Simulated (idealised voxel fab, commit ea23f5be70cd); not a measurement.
process module | voxel fin reveal
cross-section cut | 235 nm wide | cells 5 nm
A cross-section is a grid of square cells, given in bands from the top down. A band is one or more rows of cells.
Each band's line starts with the height of the band's top and of its bottom, in nm. Then come its materials from left to right, each with its width in nm. One material with "throughout" fills the band from edge to edge. "air" is empty space.
Height 0 is the level under which the wafer as received is all one material. The lowest band goes on downwards, as in "0 down".
A width such as "30 to 40" changes by the same amount from each row of cells to the next, from the band's top row to its bottom row.
"no change" after a step means that no cell of the cross-section changed.
closed voids: empty space of 8 cells or more with no open way to the top, each as width x height at its distance from the left edge, in nm
after a step's settings: what the simulator itself notes on the step
overlay nm, on a step with a mask: how far to the right of its planned place the mask lay; to the left if negative
plan
1 op RECEIVE | material Si
2 op CONFORMAL_DEP | material SiN | thk nm 5
3 op DIRECTIONAL_DEP | material aC | thk nm 15
4 op PATTERN | tone cover | mask id FINS | material resist | width nm 15 | pitch nm 45 | thk nm 30 | overlay nm -15
5 op DIRECTIONAL_ETCH | etch materials aC | depth nm 15
6 op STRIP | etch materials resist
7 op DIRECTIONAL_ETCH | etch materials SiN | depth nm 5
8 op DIRECTIONAL_ETCH | etch materials Si | depth nm 40
9 op STRIP | etch materials aC
10 op FILL_DEP | material SiO2 | thk nm 10
11 op CMP | height nm 5
12 op SELECTIVE_ETCH | etch materials SiO2 | depth nm 35
13 op STRIP | etch materials SiN
varied across the wafers: overlay nm of step 4. The plan shows the first wafer's value. All wafers start alike
first wafer as received, after step 1
  0 down: Si throughout
  closed voids: none
each wafer at the end: cells of each material gained (+) or lost (-) since it was received, then its closed voids
overlay nm -15 | -280 Si | +70 SiO2 | closed voids: none
overlay nm -10 | -280 Si | +70 SiO2 | closed voids: none
overlay nm -5 | -280 Si | +70 SiO2 | closed voids: none
overlay nm 0 | -280 Si | +70 SiO2 | closed voids: none
overlay nm 5 | -280 Si | +70 SiO2 | closed voids: none
overlay nm 10 | -280 Si | +70 SiO2 | closed voids: none
overlay nm 15 | -280 Si | +70 SiO2 | closed voids: none
